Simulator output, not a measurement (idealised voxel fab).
process module | voxel capacitor over wiring
cross-section cut | 215 nm wide | cells 5 nm
A cross-section is a grid of square cells, given in bands from the top down. A band is one or more rows of cells.
Each band's line starts with the height of the band's top and of its bottom, in nm. Then come its materials from left to right, each with its width in nm. One material with "throughout" fills the band from edge to edge. "air" is empty space.
Height 0 is the level under which the wafer as received is all one material. The lowest band goes on downwards, as in "0 down".
A width such as "30 to 40" changes by the same amount from each row of cells to the next, from the band's top row to its bottom row.
"no change" after a step means that no cell of the cross-section changed.
closed voids: empty space of 8 cells or more with no open way to the top, each as width x height at its distance from the left edge, in nm
after a step's settings: what the simulator itself notes on the step
overlay nm, on a step with a mask: how far to the right of its planned place the mask lay; to the left if negative
plan
1 op RECEIVE | material Si
2 op CONFORMAL_DEP | material SiO2 | thk nm 10
3 op CONFORMAL_DEP | material SiN | thk nm 5
4 op DIRECTIONAL_DEP | material lowk | thk nm 15
5 op MASKED_ETCH | tone open | mask id METAL_1 | width nm 30 | pitch nm 100 | etch materials lowk | depth nm 15 | overlay nm 0
6 op MASKED_ETCH | tone open | mask id METAL_1 | width nm 30 | pitch nm 100 | etch materials SiN | depth nm 5 | overlay nm 0
7 op CONFORMAL_DEP | material TiN | thk nm 5
8 op FILL_DEP | material Cu | thk nm 10
9 op CMP | height nm 30
10 op CONFORMAL_DEP | material SiCN | thk nm 5
11 op DIRECTIONAL_DEP | material SiO2 | thk nm 15
12 op DIRECTIONAL_DEP | material aC | thk nm 15
13 op PATTERN | tone open | mask id PLUG_1 | material resist | width nm 15 | thk nm 30 | overlay nm 0
14 op DIRECTIONAL_ETCH | etch materials aC | depth nm 15
15 op STRIP | etch materials resist
16 op DIRECTIONAL_ETCH | etch materials SiO2 | depth nm 15
17 op DIRECTIONAL_ETCH | etch materials SiCN | depth nm 5
18 op STRIP | etch materials aC
19 op CONFORMAL_DEP | material TiN | thk nm 5
20 op FILL_DEP | material Cu | thk nm 5
21 op CMP | height nm 50
22 op DIRECTIONAL_DEP | material TiN | thk nm 10
23 op DIRECTIONAL_DEP | material HfO2 | thk nm 5
24 op DIRECTIONAL_DEP | material TiN | thk nm 5
25 op DIRECTIONAL_DEP | material aC | thk nm 10
26 op PATTERN | tone cover | mask id UPPER_PLATE | material resist | width nm 75 | thk nm 30 | overlay nm 0
27 op DIRECTIONAL_ETCH | etch materials aC | depth nm 10
28 op STRIP | etch materials resist
29 op DIRECTIONAL_ETCH | etch materials TiN | depth nm 5
30 op DIRECTIONAL_ETCH | etch materials HfO2 | depth nm 5
31 op STRIP | etch materials aC
32 op DIRECTIONAL_DEP | material aC | thk nm 10
33 op PATTERN | tone cover | mask id LOWER_PLATE | material resist | width nm 85 | thk nm 25 | overlay nm 0
34 op DIRECTIONAL_ETCH | etch materials aC | depth nm 10
35 op STRIP | etch materials resist
36 op DIRECTIONAL_ETCH | etch materials TiN | depth nm 10
37 op STRIP | etch materials aC
38 op FILL_DEP | material SiO2 | thk nm 15
39 op CMP | height nm 80
40 op PATTERN | tone open | mask id PLUG_2 | material resist | width nm 15 | thk nm 15 | overlay nm 0
41 op DIRECTIONAL_ETCH | etch materials SiO2 | depth nm 10
42 op STRIP | etch materials resist
43 op CONFORMAL_DEP | material TiN | thk nm 5
44 op FILL_DEP | material W | thk nm 10
45 op CMP | height nm 80
46 op CONFORMAL_DEP | material SiCN | thk nm 5
first wafer, as planned
as received, after step 1
  0 down: Si throughout
  closed voids: none
after step 2
  10 to 0: SiO2 throughout
  below 0: unchanged
after step 3
  15 to 10: SiN throughout
  below 10: unchanged
after step 4
  30 to 15: lowk throughout
  below 15: unchanged
after step 5
  30 to 15: lowk 40 | air 30 | lowk 70 | air 30 | lowk 45
  below 15: unchanged
after step 6
  30 to 15: lowk 40 | air 30 | lowk 70 | air 30 | lowk 45
  15 to 10: SiN 40 | air 30 | SiN 70 | air 30 | SiN 45
  below 10: unchanged
after step 7
  35 to 30: TiN 45 | air 20 | TiN 80 | air 20 | TiN 50
  30 to 15: lowk 40 | TiN 5 | air 20 | TiN 5 | lowk 70 | TiN 5 | air 20 | TiN 5 | lowk 45
  15 to 10: SiN 40 | TiN 30 | SiN 70 | TiN 30 | SiN 45
  below 10: unchanged
after step 8
  45 to 35: Cu throughout
  35 to 30: TiN 45 | Cu 20 | TiN 80 | Cu 20 | TiN 50
  30 to 15: lowk 40 | TiN 5 | Cu 20 | TiN 5 | lowk 70 | TiN 5 | Cu 20 | TiN 5 | lowk 45
  below 15: unchanged
after step 9
  30 to 15: lowk 40 | TiN 5 | Cu 20 | TiN 5 | lowk 70 | TiN 5 | Cu 20 | TiN 5 | lowk 45
  below 15: unchanged
after step 10
  35 to 30: SiCN throughout
  below 30: unchanged
after step 11
  50 to 35: SiO2 throughout
  below 35: unchanged
after step 12
  65 to 50: aC throughout
  below 50: unchanged
after step 13
  95 to 65: resist 55 | air 15 | resist 145
  below 65: unchanged
after step 14
  80 to 65: resist 55 | air 15 | resist 145
  65 to 50: aC 55 | air 15 | aC 145
  below 50: unchanged
after step 15
  65 to 50: aC 55 | air 15 | aC 145
  below 50: unchanged
after step 16
  65 to 50: aC 55 | air 15 | aC 145
  50 to 35: SiO2 55 | air 15 | SiO2 145
  below 35: unchanged
after step 17
  65 to 50: aC 55 | air 15 | aC 145
  50 to 35: SiO2 55 | air 15 | SiO2 145
  35 to 30: SiCN 55 | air 15 | SiCN 145
  below 30: unchanged
after step 18
  50 to 35: SiO2 55 | air 15 | SiO2 145
  below 35: unchanged
after step 19
  55 to 50: TiN 60 | air 5 | TiN 150
  50 to 35: SiO2 55 | TiN 5 | air 5 | TiN 5 | SiO2 145
  35 to 30: SiCN 55 | TiN 15 | SiCN 145
  below 30: unchanged
after step 20
  60 to 55: Cu throughout
  55 to 50: TiN 60 | Cu 5 | TiN 150
  50 to 35: SiO2 55 | TiN 5 | Cu 5 | TiN 5 | SiO2 145
  below 35: unchanged
after step 21
  50 to 35: SiO2 55 | TiN 5 | Cu 5 | TiN 5 | SiO2 145
  below 35: unchanged
after step 22
  60 to 50: TiN throughout
  below 50: unchanged
after step 23
  65 to 60: HfO2 throughout
  below 60: unchanged
after step 24
  70 to 65: TiN throughout
  below 65: unchanged
after step 25
  80 to 70: aC throughout
  below 70: unchanged
after step 26
  110 to 80: air 55 | resist 75 | air 85
  below 80: unchanged
after step 27
  100 to 80: air 55 | resist 75 | air 85
  80 to 70: air 55 | aC 75 | air 85
  below 70: unchanged
after step 28
  80 to 70: air 55 | aC 75 | air 85
  below 70: unchanged
after step 29
  80 to 70: air 55 | aC 75 | air 85
  70 to 65: air 55 | TiN 75 | air 85
  below 65: unchanged
after step 30
  80 to 70: air 55 | aC 75 | air 85
  70 to 65: air 55 | TiN 75 | air 85
  65 to 60: air 55 | HfO2 75 | air 85
  below 60: unchanged
after step 31
  70 to 65: air 55 | TiN 75 | air 85
  below 65: unchanged
after step 32
  80 to 70: air 55 | aC 75 | air 85
  70 to 65: aC 55 | TiN 75 | aC 85
  65 to 60: aC 55 | HfO2 75 | aC 85
  below 60: unchanged
after step 33
  105 to 80: air 50 | resist 85 | air 80
  80 to 70: air 50 | resist 5 | aC 75 | resist 5 | air 80
  below 70: unchanged
after step 34
  95 to 80: air 50 | resist 85 | air 80
  80 to 70: air 50 | resist 5 | aC 75 | resist 5 | air 80
  70 to 65: air 50 | aC 5 | TiN 75 | aC 5 | air 80
  65 to 60: air 50 | aC 5 | HfO2 75 | aC 5 | air 80
  below 60: unchanged
after step 35
  80 to 70: air 55 | aC 75 | air 85
  below 70: unchanged
after step 36
  80 to 70: air 55 | aC 75 | air 85
  70 to 65: air 50 | aC 5 | TiN 75 | aC 5 | air 80
  65 to 60: air 50 | aC 5 | HfO2 75 | aC 5 | air 80
  60 to 50: air 50 | TiN 85 | air 80
  below 50: unchanged
after step 37
  70 to 65: air 55 | TiN 75 | air 85
  65 to 60: air 55 | HfO2 75 | air 85
  below 60: unchanged
after step 38
  85 to 70: SiO2 throughout
  70 to 65: SiO2 55 | TiN 75 | SiO2 85
  65 to 60: SiO2 55 | HfO2 75 | SiO2 85
  60 to 50: SiO2 50 | TiN 85 | SiO2 80
  below 50: unchanged
after step 39
  80 to 70: SiO2 throughout
  below 70: unchanged
after step 40
  95 to 80: resist 65 | air 15 | resist 135
  below 80: unchanged
after step 41
  95 to 80: resist 65 | air 15 | resist 135
  80 to 70: SiO2 65 | air 15 | SiO2 135
  below 70: unchanged
after step 42
  80 to 70: SiO2 65 | air 15 | SiO2 135
  below 70: unchanged
after step 43
  85 to 80: TiN 70 | air 5 | TiN 140
  80 to 75: SiO2 65 | TiN 5 | air 5 | TiN 5 | SiO2 135
  75 to 65: SiO2 65 to 55 | TiN 15 to 75 | SiO2 135 to 85
  below 65: unchanged
after step 44
  95 to 85: W throughout
  85 to 80: TiN 70 | W 5 | TiN 140
  80 to 75: SiO2 65 | TiN 5 | W 5 | TiN 5 | SiO2 135
  below 75: unchanged
after step 45
  80 to 75: SiO2 65 | TiN 5 | W 5 | TiN 5 | SiO2 135
  below 75: unchanged
after step 46
  85 to 80: SiCN throughout
  below 80: unchanged
second wafer: like start, like plan, one mistake. Through step 2 it matches the first wafer
when step 3 should have ended
  25 to 10: lowk throughout
  below 10: unchanged
when step 4 should have ended
  30 to 25: SiN throughout
  below 25: unchanged
when step 5 should have ended: no change
when step 6 should have ended
  30 to 25: SiN 40 | air 30 | SiN 70 | air 30 | SiN 45
  below 25: unchanged
when step 7 should have ended
  35 to 30: TiN 45 | air 20 | TiN 80 | air 20 | TiN 50
  30 to 25: SiN 40 | TiN 30 | SiN 70 | TiN 30 | SiN 45
  below 25: unchanged
when step 8 should have ended
  45 to 35: Cu throughout
  35 to 30: TiN 45 | Cu 20 | TiN 80 | Cu 20 | TiN 50
  below 30: unchanged
when step 9 should have ended
  30 to 25: SiN 40 | TiN 30 | SiN 70 | TiN 30 | SiN 45
  below 25: unchanged
when step 10 should have ended
  35 to 30: SiCN throughout
  below 30: unchanged
when step 11 should have ended
  50 to 35: SiO2 throughout
  below 35: unchanged
when step 12 should have ended
  65 to 50: aC throughout
  below 50: unchanged
when step 13 should have ended
  95 to 65: resist 55 | air 15 | resist 145
  below 65: unchanged
when step 14 should have ended
  80 to 65: resist 55 | air 15 | resist 145
  65 to 50: aC 55 | air 15 | aC 145
  below 50: unchanged
when step 15 should have ended
  65 to 50: aC 55 | air 15 | aC 145
  below 50: unchanged
when step 16 should have ended
  65 to 50: aC 55 | air 15 | aC 145
  50 to 35: SiO2 55 | air 15 | SiO2 145
  below 35: unchanged
when step 17 should have ended
  65 to 50: aC 55 | air 15 | aC 145
  50 to 35: SiO2 55 | air 15 | SiO2 145
  35 to 30: SiCN 55 | air 15 | SiCN 145
  below 30: unchanged
when step 18 should have ended
  50 to 35: SiO2 55 | air 15 | SiO2 145
  below 35: unchanged
when step 19 should have ended
  55 to 50: TiN 60 | air 5 | TiN 150
  50 to 35: SiO2 55 | TiN 5 | air 5 | TiN 5 | SiO2 145
  35 to 30: SiCN 55 | TiN 15 | SiCN 145
  below 30: unchanged
when step 20 should have ended
  60 to 55: Cu throughout
  55 to 50: TiN 60 | Cu 5 | TiN 150
  50 to 35: SiO2 55 | TiN 5 | Cu 5 | TiN 5 | SiO2 145
  below 35: unchanged
when step 21 should have ended
  50 to 35: SiO2 55 | TiN 5 | Cu 5 | TiN 5 | SiO2 145
  below 35: unchanged
when step 22 should have ended
  60 to 50: TiN throughout
  below 50: unchanged
when step 23 should have ended
  65 to 60: HfO2 throughout
  below 60: unchanged
when step 24 should have ended
  70 to 65: TiN throughout
  below 65: unchanged
when step 25 should have ended
  80 to 70: aC throughout
  below 70: unchanged
when step 26 should have ended
  110 to 80: air 55 | resist 75 | air 85
  below 80: unchanged
when step 27 should have ended
  100 to 80: air 55 | resist 75 | air 85
  80 to 70: air 55 | aC 75 | air 85
  below 70: unchanged
when step 28 should have ended
  80 to 70: air 55 | aC 75 | air 85
  below 70: unchanged
when step 29 should have ended
  80 to 70: air 55 | aC 75 | air 85
  70 to 65: air 55 | TiN 75 | air 85
  below 65: unchanged
when step 30 should have ended
  80 to 70: air 55 | aC 75 | air 85
  70 to 65: air 55 | TiN 75 | air 85
  65 to 60: air 55 | HfO2 75 | air 85
  below 60: unchanged
when step 31 should have ended
  70 to 65: air 55 | TiN 75 | air 85
  below 65: unchanged
when step 32 should have ended
  80 to 70: air 55 | aC 75 | air 85
  70 to 65: aC 55 | TiN 75 | aC 85
  65 to 60: aC 55 | HfO2 75 | aC 85
  below 60: unchanged
when step 33 should have ended
  105 to 80: air 50 | resist 85 | air 80
  80 to 70: air 50 | resist 5 | aC 75 | resist 5 | air 80
  below 70: unchanged
when step 34 should have ended
  95 to 80: air 50 | resist 85 | air 80
  80 to 70: air 50 | resist 5 | aC 75 | resist 5 | air 80
  70 to 65: air 50 | aC 5 | TiN 75 | aC 5 | air 80
  65 to 60: air 50 | aC 5 | HfO2 75 | aC 5 | air 80
  below 60: unchanged
when step 35 should have ended
  80 to 70: air 55 | aC 75 | air 85
  below 70: unchanged
when step 36 should have ended
  80 to 70: air 55 | aC 75 | air 85
  70 to 65: air 50 | aC 5 | TiN 75 | aC 5 | air 80
  65 to 60: air 50 | aC 5 | HfO2 75 | aC 5 | air 80
  60 to 50: air 50 | TiN 85 | air 80
  below 50: unchanged
when step 37 should have ended
  70 to 65: air 55 | TiN 75 | air 85
  65 to 60: air 55 | HfO2 75 | air 85
  below 60: unchanged
when step 38 should have ended
  85 to 70: SiO2 throughout
  70 to 65: SiO2 55 | TiN 75 | SiO2 85
  65 to 60: SiO2 55 | HfO2 75 | SiO2 85
  60 to 50: SiO2 50 | TiN 85 | SiO2 80
  below 50: unchanged
when step 39 should have ended
  80 to 70: SiO2 throughout
  below 70: unchanged
when step 40 should have ended
  95 to 80: resist 65 | air 15 | resist 135
  below 80: unchanged
when step 41 should have ended
  95 to 80: resist 65 | air 15 | resist 135
  80 to 70: SiO2 65 | air 15 | SiO2 135
  below 70: unchanged
when step 42 should have ended
  80 to 70: SiO2 65 | air 15 | SiO2 135
  below 70: unchanged
when step 43 should have ended
  85 to 80: TiN 70 | air 5 | TiN 140
  80 to 75: SiO2 65 | TiN 5 | air 5 | TiN 5 | SiO2 135
  75 to 65: SiO2 65 to 55 | TiN 15 to 75 | SiO2 135 to 85
  below 65: unchanged
when step 44 should have ended
  95 to 85: W throughout
  85 to 80: TiN 70 | W 5 | TiN 140
  80 to 75: SiO2 65 | TiN 5 | W 5 | TiN 5 | SiO2 135
  below 75: unchanged
when step 45 should have ended
  80 to 75: SiO2 65 | TiN 5 | W 5 | TiN 5 | SiO2 135
  below 75: unchanged
when step 46 should have ended
  85 to 80: SiCN throughout
  below 80: unchanged
what went wrong: steps 3 and 4 were swapped
at the end the second wafer has, in cells: 24 fewer of Cu | 12 fewer of TiN | 36 more of lowk
